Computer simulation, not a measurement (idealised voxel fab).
process module | voxel wiring stack
cross-section cut | 220 nm wide | cells 5 nm
A cross-section is a grid of square cells, given in bands from the top down. A band is one or more rows of cells.
Each band's line starts with the height of the band's top and of its bottom, in nm. Then come its materials from left to right, each with its width in nm. One material with "throughout" fills the band from edge to edge. "air" is empty space.
Height 0 is the level under which the wafer as received is all one material. The lowest band goes on downwards, as in "0 down".
A width such as "30 to 40" changes by the same amount from each row of cells to the next, from the band's top row to its bottom row.
"no change" after a step means that no cell of the cross-section changed.
closed voids: empty space of 8 cells or more with no open way to the top, each as width x height at its distance from the left edge, in nm
after a step's settings: what the simulator itself notes on the step
overlay nm, on a step with a mask: how far to the right of its planned place the mask lay; to the left if negative
plan
1 op RECEIVE | material Si
2 op CONFORMAL_DEP | material SiO2 | thk nm 15
3 op CONFORMAL_DEP | material SiN | thk nm 5
4 op DIRECTIONAL_DEP | material SiO2 | thk nm 15
5 op DIRECTIONAL_DEP | material aC | thk nm 15
6 op PATTERN | tone open | mask id METAL_1 | material resist | width nm 30 | pitch nm 45 | thk nm 30 | overlay nm 0
7 op DIRECTIONAL_ETCH | etch materials aC | depth nm 15
8 op STRIP | etch materials resist
9 op DIRECTIONAL_ETCH | etch materials SiO2 | depth nm 15
10 op DIRECTIONAL_ETCH | etch materials SiN | depth nm 5
11 op STRIP | etch materials aC
12 op CONFORMAL_DEP | material TiN | thk nm 5
13 op FILL_DEP | material Cu | thk nm 5
14 op CMP | height nm 35
15 op EPI | material Ru | thk nm 5
16 op FILL_DEP | material SiCN | thk nm 5
17 op DIRECTIONAL_DEP | material SiO2 | thk nm 30
18 op DIRECTIONAL_DEP | material aC | thk nm 10
19 op PATTERN | tone open | mask id METAL_2 | material resist | width nm 30 | pitch nm 45 | thk nm 25 | overlay nm 0
20 op DIRECTIONAL_ETCH | etch materials aC | depth nm 10
21 op STRIP | etch materials resist
22 op DIRECTIONAL_ETCH | etch materials SiO2 | depth nm 20
23 op STRIP | etch materials aC
24 op DIRECTIONAL_DEP | material aC | thk nm 10
25 op PATTERN | tone open | mask id METAL_2_HOLES | material resist | width nm 15 | pitch nm 45 | thk nm 30 | overlay nm 0
26 op DIRECTIONAL_ETCH | etch materials aC | depth nm 10
27 op STRIP | etch materials resist
28 op DIRECTIONAL_ETCH | etch materials SiO2 | depth nm 10
29 op DIRECTIONAL_ETCH | etch materials SiCN | depth nm 5
30 op STRIP | etch materials aC
31 op CONFORMAL_DEP | material TiN | thk nm 5
32 op FILL_DEP | material Cu | thk nm 5
33 op CMP | height nm 75
34 op CONFORMAL_DEP | material SiCN | thk nm 5
35 op DIRECTIONAL_DEP | material lowk | thk nm 30
36 op DIRECTIONAL_DEP | material aC | thk nm 10
37 op PATTERN | tone open | mask id METAL_3_HOLES | material resist | width nm 15 | pitch nm 90 | thk nm 25 | overlay nm 0
38 op DIRECTIONAL_ETCH | etch materials aC | depth nm 10
39 op STRIP | etch materials resist
40 op DIRECTIONAL_ETCH | etch materials lowk | depth nm 30
41 op STRIP | etch materials aC
42 op PATTERN | tone open | mask id METAL_3 | material resist | width nm 30 | pitch nm 45 | thk nm 20 | overlay nm 0
43 op DIRECTIONAL_ETCH | etch materials lowk | depth nm 20
44 op DIRECTIONAL_ETCH | etch materials SiCN | depth nm 5
45 op STRIP | etch materials resist
46 op CONFORMAL_DEP | material TiN | thk nm 5
47 op FILL_DEP | material Ru | thk nm 5
48 op CMP | height nm 110
49 op CONFORMAL_DEP | material SiCN | thk nm 5
50 op DIRECTIONAL_DEP | material lowk | thk nm 15
51 op DIRECTIONAL_DEP | material aC | thk nm 15
52 op PATTERN | tone open | mask id PLUG_3 | material resist | width nm 15 | pitch nm 45 | thk nm 30 | overlay nm 0
53 op DIRECTIONAL_ETCH | etch materials aC | depth nm 15
54 op STRIP | etch materials resist
55 op DIRECTIONAL_ETCH | etch materials lowk | depth nm 15
56 op DIRECTIONAL_ETCH | etch materials SiCN | depth nm 5
57 op STRIP | etch materials aC
58 op CONFORMAL_DEP | material TiN | thk nm 5
59 op FILL_DEP | material W | thk nm 5
60 op CMP | height nm 130
61 op DIRECTIONAL_DEP | material TiN | thk nm 5
62 op DIRECTIONAL_DEP | material W | thk nm 25
63 op PATTERN | tone cover | mask id METAL_4 | material resist | width nm 30 | pitch nm 45 | thk nm 15 | overlay nm 0
64 op DIRECTIONAL_ETCH | etch materials W | depth nm 25
65 op DIRECTIONAL_ETCH | etch materials TiN | depth nm 5
66 op STRIP | etch materials resist
67 op FILL_DEP | material SiO2 | thk nm 10
68 op CMP | height nm 160
69 op CONFORMAL_DEP | material SiN | thk nm 5
first wafer, as planned
as received, after step 1
  0 down: Si throughout
  closed voids: none
after step 2
  15 to 0: SiO2 throughout
  below 0: unchanged
after step 3
  20 to 15: SiN throughout
  below 15: unchanged
after step 4
  35 to 20: SiO2 throughout
  below 20: unchanged
after step 5
  50 to 35: aC throughout
  below 35: unchanged
after step 6
  80 to 50: resist 25 | air 30 | resist 15 | air 30 | resist 15 | air 30 | resist 15 | air 30 | resist 30
  below 50: unchanged
after step 7
  65 to 50: resist 25 | air 30 | resist 15 | air 30 | resist 15 | air 30 | resist 15 | air 30 | resist 30
  50 to 35: aC 25 | air 30 | aC 15 | air 30 | aC 15 | air 30 | aC 15 | air 30 | aC 30
  below 35: unchanged
after step 8
  50 to 35: aC 25 | air 30 | aC 15 | air 30 | aC 15 | air 30 | aC 15 | air 30 | aC 30
  below 35: unchanged
after step 9
  50 to 35: aC 25 | air 30 | aC 15 | air 30 | aC 15 | air 30 | aC 15 | air 30 | aC 30
  35 to 20: SiO2 25 | air 30 | SiO2 15 | air 30 | SiO2 15 | air 30 | SiO2 15 | air 30 | SiO2 30
  below 20: unchanged
after step 10
  50 to 35: aC 25 | air 30 | aC 15 | air 30 | aC 15 | air 30 | aC 15 | air 30 | aC 30
  35 to 20: SiO2 25 | air 30 | SiO2 15 | air 30 | SiO2 15 | air 30 | SiO2 15 | air 30 | SiO2 30
  20 to 15: SiN 25 | air 30 | SiN 15 | air 30 | SiN 15 | air 30 | SiN 15 | air 30 | SiN 30
  below 15: unchanged
after step 11
  35 to 20: SiO2 25 | air 30 | SiO2 15 | air 30 | SiO2 15 | air 30 | SiO2 15 | air 30 | SiO2 30
  below 20: unchanged
after step 12
  40 to 35: TiN 30 | air 20 | TiN 25 | air 20 | TiN 25 | air 20 | TiN 25 | air 20 | TiN 35
  35 to 20: SiO2 25 | TiN 5 | air 20 | TiN 5 | SiO2 15 | TiN 5 | air 20 | TiN 5 | SiO2 15 | TiN 5 | air 20 | TiN 5 | SiO2 15 | TiN 5 | air 20 | TiN 5 | SiO2 30
  20 to 15: SiN 25 | TiN 30 | SiN 15 | TiN 30 | SiN 15 | TiN 30 | SiN 15 | TiN 30 | SiN 30
  below 15: unchanged
after step 13
  45 to 40: Cu throughout
  40 to 35: TiN 30 | Cu 20 | TiN 25 | Cu 20 | TiN 25 | Cu 20 | TiN 25 | Cu 20 | TiN 35
  35 to 20: SiO2 25 | TiN 5 | Cu 20 | TiN 5 | SiO2 15 | TiN 5 | Cu 20 | TiN 5 | SiO2 15 | TiN 5 | Cu 20 | TiN 5 | SiO2 15 | TiN 5 | Cu 20 | TiN 5 | SiO2 30
  below 20: unchanged
after step 14
  35 to 20: SiO2 25 | TiN 5 | Cu 20 | TiN 5 | SiO2 15 | TiN 5 | Cu 20 | TiN 5 | SiO2 15 | TiN 5 | Cu 20 | TiN 5 | SiO2 15 | TiN 5 | Cu 20 | TiN 5 | SiO2 30
  below 20: unchanged
after step 15
  40 to 35: air 20 | Ru 40 | air 5 | Ru 40 | air 5 | Ru 40 | air 5 | Ru 40 | air 25
  below 35: unchanged
after step 16
  45 to 40: SiCN throughout
  40 to 35: SiCN 20 | Ru 40 | SiCN 5 | Ru 40 | SiCN 5 | Ru 40 | SiCN 5 | Ru 40 | SiCN 25
  below 35: unchanged
after step 17
  75 to 45: SiO2 throughout
  below 45: unchanged
after step 18
  85 to 75: aC throughout
  below 75: unchanged
after step 19
  110 to 85: resist 25 | air 30 | resist 15 | air 30 | resist 15 | air 30 | resist 15 | air 30 | resist 30
  below 85: unchanged
after step 20
  100 to 85: resist 25 | air 30 | resist 15 | air 30 | resist 15 | air 30 | resist 15 | air 30 | resist 30
  85 to 75: aC 25 | air 30 | aC 15 | air 30 | aC 15 | air 30 | aC 15 | air 30 | aC 30
  below 75: unchanged
after step 21
  85 to 75: aC 25 | air 30 | aC 15 | air 30 | aC 15 | air 30 | aC 15 | air 30 | aC 30
  below 75: unchanged
after step 22
  85 to 75: aC 25 | air 30 | aC 15 | air 30 | aC 15 | air 30 | aC 15 | air 30 | aC 30
  75 to 55: SiO2 25 | air 30 | SiO2 15 | air 30 | SiO2 15 | air 30 | SiO2 15 | air 30 | SiO2 30
  below 55: unchanged
after step 23
  75 to 55: SiO2 25 | air 30 | SiO2 15 | air 30 | SiO2 15 | air 30 | SiO2 15 | air 30 | SiO2 30
  below 55: unchanged
after step 24
  85 to 75: aC 25 | air 30 | aC 15 | air 30 | aC 15 | air 30 | aC 15 | air 30 | aC 30
  75 to 65: SiO2 25 | air 30 | SiO2 15 | air 30 | SiO2 15 | air 30 | SiO2 15 | air 30 | SiO2 30
  65 to 55: SiO2 25 | aC 30 | SiO2 15 | aC 30 | SiO2 15 | aC 30 | SiO2 15 | aC 30 | SiO2 30
  below 55: unchanged
after step 25
  115 to 85: resist 25 | air 15 | resist 30 | air 15 | resist 30 | air 15 | resist 30 | air 15 | resist 45
  85 to 75: aC 25 | air 15 | resist 15 | aC 15 | air 15 | resist 15 | aC 15 | air 15 | resist 15 | aC 15 | air 15 | resist 15 | aC 30
  75 to 65: SiO2 25 | air 15 | resist 15 | SiO2 15 | air 15 | resist 15 | SiO2 15 | air 15 | resist 15 | SiO2 15 | air 15 | resist 15 | SiO2 30
  below 65: unchanged
after step 26
  105 to 85: resist 25 | air 15 | resist 30 | air 15 | resist 30 | air 15 | resist 30 | air 15 | resist 45
  85 to 75: aC 25 | air 15 | resist 15 | aC 15 | air 15 | resist 15 | aC 15 | air 15 | resist 15 | aC 15 | air 15 | resist 15 | aC 30
  75 to 65: SiO2 25 | air 15 | resist 15 | SiO2 15 | air 15 | resist 15 | SiO2 15 | air 15 | resist 15 | SiO2 15 | air 15 | resist 15 | SiO2 30
  65 to 55: SiO2 25 | air 15 | aC 15 | SiO2 15 | air 15 | aC 15 | SiO2 15 | air 15 | aC 15 | SiO2 15 | air 15 | aC 15 | SiO2 30
  below 55: unchanged
after step 27
  85 to 75: aC 25 | air 30 | aC 15 | air 30 | aC 15 | air 30 | aC 15 | air 30 | aC 30
  75 to 65: SiO2 25 | air 30 | SiO2 15 | air 30 | SiO2 15 | air 30 | SiO2 15 | air 30 | SiO2 30
  below 65: unchanged
after step 28
  85 to 75: aC 25 | air 30 | aC 15 | air 30 | aC 15 | air 30 | aC 15 | air 30 | aC 30
  75 to 65: SiO2 25 | air 30 | SiO2 15 | air 30 | SiO2 15 | air 30 | SiO2 15 | air 30 | SiO2 30
  65 to 55: SiO2 25 | air 15 | aC 15 | SiO2 15 | air 15 | aC 15 | SiO2 15 | air 15 | aC 15 | SiO2 15 | air 15 | aC 15 | SiO2 30
  55 to 45: SiO2 25 | air 15 | SiO2 30 | air 15 | SiO2 30 | air 15 | SiO2 30 | air 15 | SiO2 45
  below 45: unchanged
after step 29
  85 to 75: aC 25 | air 30 | aC 15 | air 30 | aC 15 | air 30 | aC 15 | air 30 | aC 30
  75 to 65: SiO2 25 | air 30 | SiO2 15 | air 30 | SiO2 15 | air 30 | SiO2 15 | air 30 | SiO2 30
  65 to 55: SiO2 25 | air 15 | aC 15 | SiO2 15 | air 15 | aC 15 | SiO2 15 | air 15 | aC 15 | SiO2 15 | air 15 | aC 15 | SiO2 30
  55 to 45: SiO2 25 | air 15 | SiO2 30 | air 15 | SiO2 30 | air 15 | SiO2 30 | air 15 | SiO2 45
  45 to 40: SiCN 25 | air 15 | SiCN 30 | air 15 | SiCN 30 | air 15 | SiCN 30 | air 15 | SiCN 45
  below 40: unchanged
after step 30
  75 to 55: SiO2 25 | air 30 | SiO2 15 | air 30 | SiO2 15 | air 30 | SiO2 15 | air 30 | SiO2 30
  below 55: unchanged
after step 31
  80 to 75: TiN 30 | air 20 | TiN 25 | air 20 | TiN 25 | air 20 | TiN 25 | air 20 | TiN 35
  75 to 60: SiO2 25 | TiN 5 | air 20 | TiN 5 | SiO2 15 | TiN 5 | air 20 | TiN 5 | SiO2 15 | TiN 5 | air 20 | TiN 5 | SiO2 15 | TiN 5 | air 20 | TiN 5 | SiO2 30
  60 to 55: SiO2 25 | TiN 5 | air 5 | TiN 20 | SiO2 15 | TiN 5 | air 5 | TiN 20 | SiO2 15 | TiN 5 | air 5 | TiN 20 | SiO2 15 | TiN 5 | air 5 | TiN 20 | SiO2 30
  55 to 45: SiO2 25 | TiN 5 | air 5 | TiN 5 | SiO2 30 | TiN 5 | air 5 | TiN 5 | SiO2 30 | TiN 5 | air 5 | TiN 5 | SiO2 30 | TiN 5 | air 5 | TiN 5 | SiO2 45
  45 to 40: SiCN 25 | TiN 15 | SiCN 30 | TiN 15 | SiCN 30 | TiN 15 | SiCN 30 | TiN 15 | SiCN 45
  below 40: unchanged
after step 32
  85 to 80: Cu throughout
  80 to 75: TiN 30 | Cu 20 | TiN 25 | Cu 20 | TiN 25 | Cu 20 | TiN 25 | Cu 20 | TiN 35
  75 to 60: SiO2 25 | TiN 5 | Cu 20 | TiN 5 | SiO2 15 | TiN 5 | Cu 20 | TiN 5 | SiO2 15 | TiN 5 | Cu 20 | TiN 5 | SiO2 15 | TiN 5 | Cu 20 | TiN 5 | SiO2 30
  60 to 55: SiO2 25 | TiN 5 | Cu 5 | TiN 20 | SiO2 15 | TiN 5 | Cu 5 | TiN 20 | SiO2 15 | TiN 5 | Cu 5 | TiN 20 | SiO2 15 | TiN 5 | Cu 5 | TiN 20 | SiO2 30
  55 to 45: SiO2 25 | TiN 5 | Cu 5 | TiN 5 | SiO2 30 | TiN 5 | Cu 5 | TiN 5 | SiO2 30 | TiN 5 | Cu 5 | TiN 5 | SiO2 30 | TiN 5 | Cu 5 | TiN 5 | SiO2 45
  below 45: unchanged
after step 33
  75 to 60: SiO2 25 | TiN 5 | Cu 20 | TiN 5 | SiO2 15 | TiN 5 | Cu 20 | TiN 5 | SiO2 15 | TiN 5 | Cu 20 | TiN 5 | SiO2 15 | TiN 5 | Cu 20 | TiN 5 | SiO2 30
  below 60: unchanged
after step 34
  80 to 75: SiCN throughout
  below 75: unchanged
after step 35
  110 to 80: lowk throughout
  below 80: unchanged
after step 36
  120 to 110: aC throughout
  below 110: unchanged
after step 37
  145 to 120: resist 25 | air 15 | resist 75 | air 15 | resist 90
  below 120: unchanged
after step 38
  135 to 120: resist 25 | air 15 | resist 75 | air 15 | resist 90
  120 to 110: aC 25 | air 15 | aC 75 | air 15 | aC 90
  below 110: unchanged
after step 39
  120 to 110: aC 25 | air 15 | aC 75 | air 15 | aC 90
  below 110: unchanged
after step 40
  120 to 110: aC 25 | air 15 | aC 75 | air 15 | aC 90
  110 to 80: lowk 25 | air 15 | lowk 75 | air 15 | lowk 90
  below 80: unchanged
after step 41
  110 to 80: lowk 25 | air 15 | lowk 75 | air 15 | lowk 90
  below 80: unchanged
after step 42
  130 to 110: resist 25 | air 30 | resist 15 | air 30 | resist 15 | air 30 | resist 15 | air 30 | resist 30
  below 110: unchanged
after step 43
  130 to 110: resist 25 | air 30 | resist 15 | air 30 | resist 15 | air 30 | resist 15 | air 30 | resist 30
  110 to 90: lowk 25 | air 30 | lowk 15 | air 30 | lowk 15 | air 30 | lowk 15 | air 30 | lowk 30
  below 90: unchanged
after step 44
  130 to 110: resist 25 | air 30 | resist 15 | air 30 | resist 15 | air 30 | resist 15 | air 30 | resist 30
  110 to 90: lowk 25 | air 30 | lowk 15 | air 30 | lowk 15 | air 30 | lowk 15 | air 30 | lowk 30
  90 to 80: lowk 25 | air 15 | lowk 75 | air 15 | lowk 90
  80 to 75: SiCN 25 | air 15 | SiCN 75 | air 15 | SiCN 90
  below 75: unchanged
after step 45
  110 to 90: lowk 25 | air 30 | lowk 15 | air 30 | lowk 15 | air 30 | lowk 15 | air 30 | lowk 30
  below 90: unchanged
after step 46
  115 to 110: TiN 30 | air 20 | TiN 25 | air 20 | TiN 25 | air 20 | TiN 25 | air 20 | TiN 35
  110 to 95: lowk 25 | TiN 5 | air 20 | TiN 5 | lowk 15 | TiN 5 | air 20 | TiN 5 | lowk 15 | TiN 5 | air 20 | TiN 5 | lowk 15 | TiN 5 | air 20 | TiN 5 | lowk 30
  95 to 90: lowk 25 | TiN 5 | air 5 | TiN 20 | lowk 15 | TiN 30 | lowk 15 | TiN 5 | air 5 | TiN 20 | lowk 15 | TiN 30 | lowk 30
  90 to 80: lowk 25 | TiN 5 | air 5 | TiN 5 | lowk 75 | TiN 5 | air 5 | TiN 5 | lowk 90
  80 to 75: SiCN 25 | TiN 15 | SiCN 75 | TiN 15 | SiCN 90
  below 75: unchanged
after step 47
  120 to 115: Ru throughout
  115 to 110: TiN 30 | Ru 20 | TiN 25 | Ru 20 | TiN 25 | Ru 20 | TiN 25 | Ru 20 | TiN 35
  110 to 95: lowk 25 | TiN 5 | Ru 20 | TiN 5 | lowk 15 | TiN 5 | Ru 20 | TiN 5 | lowk 15 | TiN 5 | Ru 20 | TiN 5 | lowk 15 | TiN 5 | Ru 20 | TiN 5 | lowk 30
  95 to 90: lowk 25 | TiN 5 | Ru 5 | TiN 20 | lowk 15 | TiN 30 | lowk 15 | TiN 5 | Ru 5 | TiN 20 | lowk 15 | TiN 30 | lowk 30
  90 to 80: lowk 25 | TiN 5 | Ru 5 | TiN 5 | lowk 75 | TiN 5 | Ru 5 | TiN 5 | lowk 90
  below 80: unchanged
after step 48
  110 to 95: lowk 25 | TiN 5 | Ru 20 | TiN 5 | lowk 15 | TiN 5 | Ru 20 | TiN 5 | lowk 15 | TiN 5 | Ru 20 | TiN 5 | lowk 15 | TiN 5 | Ru 20 | TiN 5 | lowk 30
  below 95: unchanged
after step 49
  115 to 110: SiCN throughout
  below 110: unchanged
after step 50
  130 to 115: lowk throughout
  below 115: unchanged
after step 51
  145 to 130: aC throughout
  below 130: unchanged
after step 52
  175 to 145: resist 25 | air 15 | resist 30 | air 15 | resist 30 | air 15 | resist 30 | air 15 | resist 45
  below 145: unchanged
after step 53
  160 to 145: resist 25 | air 15 | resist 30 | air 15 | resist 30 | air 15 | resist 30 | air 15 | resist 45
  145 to 130: aC 25 | air 15 | aC 30 | air 15 | aC 30 | air 15 | aC 30 | air 15 | aC 45
  below 130: unchanged
after step 54
  145 to 130: aC 25 | air 15 | aC 30 | air 15 | aC 30 | air 15 | aC 30 | air 15 | aC 45
  below 130: unchanged
after step 55
  145 to 130: aC 25 | air 15 | aC 30 | air 15 | aC 30 | air 15 | aC 30 | air 15 | aC 45
  130 to 115: lowk 25 | air 15 | lowk 30 | air 15 | lowk 30 | air 15 | lowk 30 | air 15 | lowk 45
  below 115: unchanged
after step 56
  145 to 130: aC 25 | air 15 | aC 30 | air 15 | aC 30 | air 15 | aC 30 | air 15 | aC 45
  130 to 115: lowk 25 | air 15 | lowk 30 | air 15 | lowk 30 | air 15 | lowk 30 | air 15 | lowk 45
  115 to 110: SiCN 25 | air 15 | SiCN 30 | air 15 | SiCN 30 | air 15 | SiCN 30 | air 15 | SiCN 45
  below 110: unchanged
after step 57
  130 to 115: lowk 25 | air 15 | lowk 30 | air 15 | lowk 30 | air 15 | lowk 30 | air 15 | lowk 45
  below 115: unchanged
after step 58
  135 to 130: TiN 30 | air 5 | TiN 40 | air 5 | TiN 40 | air 5 | TiN 40 | air 5 | TiN 50
  130 to 115: lowk 25 | TiN 5 | air 5 | TiN 5 | lowk 30 | TiN 5 | air 5 | TiN 5 | lowk 30 | TiN 5 | air 5 | TiN 5 | lowk 30 | TiN 5 | air 5 | TiN 5 | lowk 45
  115 to 110: SiCN 25 | TiN 15 | SiCN 30 | TiN 15 | SiCN 30 | TiN 15 | SiCN 30 | TiN 15 | SiCN 45
  below 110: unchanged
after step 59
  140 to 135: W throughout
  135 to 130: TiN 30 | W 5 | TiN 40 | W 5 | TiN 40 | W 5 | TiN 40 | W 5 | TiN 50
  130 to 115: lowk 25 | TiN 5 | W 5 | TiN 5 | lowk 30 | TiN 5 | W 5 | TiN 5 | lowk 30 | TiN 5 | W 5 | TiN 5 | lowk 30 | TiN 5 | W 5 | TiN 5 | lowk 45
  below 115: unchanged
after step 60
  130 to 115: lowk 25 | TiN 5 | W 5 | TiN 5 | lowk 30 | TiN 5 | W 5 | TiN 5 | lowk 30 | TiN 5 | W 5 | TiN 5 | lowk 30 | TiN 5 | W 5 | TiN 5 | lowk 45
  below 115: unchanged
after step 61
  135 to 130: TiN throughout
  below 130: unchanged
after step 62
  160 to 135: W throughout
  below 135: unchanged
after step 63
  175 to 160: air 25 | resist 30 | air 15 | resist 30 | air 15 | resist 30 | air 15 | resist 30 | air 30
  below 160: unchanged
after step 64
  175 to 160: air 25 | resist 30 | air 15 | resist 30 | air 15 | resist 30 | air 15 | resist 30 | air 30
  160 to 135: air 25 | W 30 | air 15 | W 30 | air 15 | W 30 | air 15 | W 30 | air 30
  below 135: unchanged
after step 65
  175 to 160: air 25 | resist 30 | air 15 | resist 30 | air 15 | resist 30 | air 15 | resist 30 | air 30
  160 to 135: air 25 | W 30 | air 15 | W 30 | air 15 | W 30 | air 15 | W 30 | air 30
  135 to 130: air 25 | TiN 30 | air 15 | TiN 30 | air 15 | TiN 30 | air 15 | TiN 30 | air 30
  below 130: unchanged
after step 66
  160 to 135: air 25 | W 30 | air 15 | W 30 | air 15 | W 30 | air 15 | W 30 | air 30
  below 135: unchanged
after step 67
  170 to 160: SiO2 throughout
  160 to 135: SiO2 25 | W 30 | SiO2 15 | W 30 | SiO2 15 | W 30 | SiO2 15 | W 30 | SiO2 30
  135 to 130: SiO2 25 | TiN 30 | SiO2 15 | TiN 30 | SiO2 15 | TiN 30 | SiO2 15 | TiN 30 | SiO2 30
  below 130: unchanged
after step 68
  160 to 135: SiO2 25 | W 30 | SiO2 15 | W 30 | SiO2 15 | W 30 | SiO2 15 | W 30 | SiO2 30
  below 135: unchanged
after step 69
  165 to 160: SiN throughout
  below 160: unchanged
second wafer: like start, like plan, one mistake. Through step 41 it matches the first wafer
when step 42 should have ended
  130 to 110: resist 30 | air 25 | resist 20 | air 25 | resist 20 | air 25 | resist 20 | air 25 | resist 30
  110 to 80: lowk 25 | resist 5 | air 10 | lowk 75 | resist 5 | air 10 | lowk 90
  below 80: unchanged
when step 43 should have ended
  130 to 110: resist 30 | air 25 | resist 20 | air 25 | resist 20 | air 25 | resist 20 | air 25 | resist 30
  110 to 90: lowk 25 | resist 5 | air 25 | lowk 20 | air 25 | lowk 15 | resist 5 | air 25 | lowk 20 | air 25 | lowk 30
  below 90: unchanged
when step 44 should have ended
  130 to 110: resist 30 | air 25 | resist 20 | air 25 | resist 20 | air 25 | resist 20 | air 25 | resist 30
  110 to 90: lowk 25 | resist 5 | air 25 | lowk 20 | air 25 | lowk 15 | resist 5 | air 25 | lowk 20 | air 25 | lowk 30
  90 to 80: lowk 25 | resist 5 | air 10 | lowk 75 | resist 5 | air 10 | lowk 90
  80 to 75: SiCN 30 | air 10 | SiCN 80 | air 10 | SiCN 90
  below 75: unchanged
when step 45 should have ended
  110 to 90: lowk 25 | air 30 | lowk 20 | air 25 | lowk 15 | air 30 | lowk 20 | air 25 | lowk 30
  90 to 80: lowk 25 | air 15 | lowk 75 | air 15 | lowk 90
  below 80: unchanged
when step 46 should have ended
  115 to 110: TiN 30 | air 20 | TiN 30 | air 15 | TiN 25 | air 20 | TiN 30 | air 15 | TiN 35
  110 to 95: lowk 25 | TiN 5 | air 20 | TiN 5 | lowk 20 | TiN 5 | air 15 | TiN 5 | lowk 15 | TiN 5 | air 20 | TiN 5 | lowk 20 | TiN 5 | air 15 | TiN 5 | lowk 30
  95 to 90: lowk 25 | TiN 5 | air 5 | TiN 20 | lowk 20 | TiN 25 | lowk 15 | TiN 5 | air 5 | TiN 20 | lowk 20 | TiN 25 | lowk 30
  90 to 85: lowk 25 | TiN 5 | air 5 | TiN 5 | lowk 75 | TiN 5 | air 5 | TiN 5 | lowk 90
  85 to 80: lowk 25 | TiN 15 | lowk 75 | TiN 15 | lowk 90
  80 to 75: SiCN 30 | TiN 10 | SiCN 80 | TiN 10 | SiCN 90
  below 75: unchanged
when step 47 should have ended
  120 to 115: Ru throughout
  115 to 110: TiN 30 | Ru 20 | TiN 30 | Ru 15 | TiN 25 | Ru 20 | TiN 30 | Ru 15 | TiN 35
  110 to 95: lowk 25 | TiN 5 | Ru 20 | TiN 5 | lowk 20 | TiN 5 | Ru 15 | TiN 5 | lowk 15 | TiN 5 | Ru 20 | TiN 5 | lowk 20 | TiN 5 | Ru 15 | TiN 5 | lowk 30
  95 to 90: lowk 25 | TiN 5 | Ru 5 | TiN 20 | lowk 20 | TiN 25 | lowk 15 | TiN 5 | Ru 5 | TiN 20 | lowk 20 | TiN 25 | lowk 30
  90 to 85: lowk 25 | TiN 5 | Ru 5 | TiN 5 | lowk 75 | TiN 5 | Ru 5 | TiN 5 | lowk 90
  below 85: unchanged
when step 48 should have ended
  110 to 95: lowk 25 | TiN 5 | Ru 20 | TiN 5 | lowk 20 | TiN 5 | Ru 15 | TiN 5 | lowk 15 | TiN 5 | Ru 20 | TiN 5 | lowk 20 | TiN 5 | Ru 15 | TiN 5 | lowk 30
  below 95: unchanged
when step 49 should have ended
  115 to 110: SiCN throughout
  below 110: unchanged
when step 50 should have ended
  130 to 115: lowk throughout
  below 115: unchanged
when step 51 should have ended
  145 to 130: aC throughout
  below 130: unchanged
when step 52 should have ended
  175 to 145: resist 25 | air 15 | resist 30 | air 15 | resist 30 | air 15 | resist 30 | air 15 | resist 45
  below 145: unchanged
when step 53 should have ended
  160 to 145: resist 25 | air 15 | resist 30 | air 15 | resist 30 | air 15 | resist 30 | air 15 | resist 45
  145 to 130: aC 25 | air 15 | aC 30 | air 15 | aC 30 | air 15 | aC 30 | air 15 | aC 45
  below 130: unchanged
when step 54 should have ended
  145 to 130: aC 25 | air 15 | aC 30 | air 15 | aC 30 | air 15 | aC 30 | air 15 | aC 45
  below 130: unchanged
when step 55 should have ended
  145 to 130: aC 25 | air 15 | aC 30 | air 15 | aC 30 | air 15 | aC 30 | air 15 | aC 45
  130 to 115: lowk 25 | air 15 | lowk 30 | air 15 | lowk 30 | air 15 | lowk 30 | air 15 | lowk 45
  below 115: unchanged
when step 56 should have ended
  145 to 130: aC 25 | air 15 | aC 30 | air 15 | aC 30 | air 15 | aC 30 | air 15 | aC 45
  130 to 115: lowk 25 | air 15 | lowk 30 | air 15 | lowk 30 | air 15 | lowk 30 | air 15 | lowk 45
  115 to 110: SiCN 25 | air 15 | SiCN 30 | air 15 | SiCN 30 | air 15 | SiCN 30 | air 15 | SiCN 45
  below 110: unchanged
when step 57 should have ended
  130 to 115: lowk 25 | air 15 | lowk 30 | air 15 | lowk 30 | air 15 | lowk 30 | air 15 | lowk 45
  below 115: unchanged
when step 58 should have ended
  135 to 130: TiN 30 | air 5 | TiN 40 | air 5 | TiN 40 | air 5 | TiN 40 | air 5 | TiN 50
  130 to 115: lowk 25 | TiN 5 | air 5 | TiN 5 | lowk 30 | TiN 5 | air 5 | TiN 5 | lowk 30 | TiN 5 | air 5 | TiN 5 | lowk 30 | TiN 5 | air 5 | TiN 5 | lowk 45
  115 to 110: SiCN 25 | TiN 15 | SiCN 30 | TiN 15 | SiCN 30 | TiN 15 | SiCN 30 | TiN 15 | SiCN 45
  below 110: unchanged
when step 59 should have ended
  140 to 135: W throughout
  135 to 130: TiN 30 | W 5 | TiN 40 | W 5 | TiN 40 | W 5 | TiN 40 | W 5 | TiN 50
  130 to 115: lowk 25 | TiN 5 | W 5 | TiN 5 | lowk 30 | TiN 5 | W 5 | TiN 5 | lowk 30 | TiN 5 | W 5 | TiN 5 | lowk 30 | TiN 5 | W 5 | TiN 5 | lowk 45
  below 115: unchanged
when step 60 should have ended
  130 to 115: lowk 25 | TiN 5 | W 5 | TiN 5 | lowk 30 | TiN 5 | W 5 | TiN 5 | lowk 30 | TiN 5 | W 5 | TiN 5 | lowk 30 | TiN 5 | W 5 | TiN 5 | lowk 45
  below 115: unchanged
when step 61 should have ended
  135 to 130: TiN throughout
  below 130: unchanged
when step 62 should have ended
  160 to 135: W throughout
  below 135: unchanged
when step 63 should have ended
  175 to 160: air 25 | resist 30 | air 15 | resist 30 | air 15 | resist 30 | air 15 | resist 30 | air 30
  below 160: unchanged
when step 64 should have ended
  175 to 160: air 25 | resist 30 | air 15 | resist 30 | air 15 | resist 30 | air 15 | resist 30 | air 30
  160 to 135: air 25 | W 30 | air 15 | W 30 | air 15 | W 30 | air 15 | W 30 | air 30
  below 135: unchanged
when step 65 should have ended
  175 to 160: air 25 | resist 30 | air 15 | resist 30 | air 15 | resist 30 | air 15 | resist 30 | air 30
  160 to 135: air 25 | W 30 | air 15 | W 30 | air 15 | W 30 | air 15 | W 30 | air 30
  135 to 130: air 25 | TiN 30 | air 15 | TiN 30 | air 15 | TiN 30 | air 15 | TiN 30 | air 30
  below 130: unchanged
when step 66 should have ended
  160 to 135: air 25 | W 30 | air 15 | W 30 | air 15 | W 30 | air 15 | W 30 | air 30
  below 135: unchanged
when step 67 should have ended
  170 to 160: SiO2 throughout
  160 to 135: SiO2 25 | W 30 | SiO2 15 | W 30 | SiO2 15 | W 30 | SiO2 15 | W 30 | SiO2 30
  135 to 130: SiO2 25 | TiN 30 | SiO2 15 | TiN 30 | SiO2 15 | TiN 30 | SiO2 15 | TiN 30 | SiO2 30
  below 130: unchanged
when step 68 should have ended
  160 to 135: SiO2 25 | W 30 | SiO2 15 | W 30 | SiO2 15 | W 30 | SiO2 15 | W 30 | SiO2 30
  below 135: unchanged
when step 69 should have ended
  165 to 160: SiN throughout
  below 160: unchanged
what went wrong: step 42 ran as: op PATTERN | tone open | mask id METAL_3 | material resist | width nm 25 | pitch nm 45 | thk nm 20 | overlay nm 0
at the end the second wafer has, in cells: 8 fewer of Ru | 2 more of SiCN | 2 fewer of TiN | 8 more of lowk
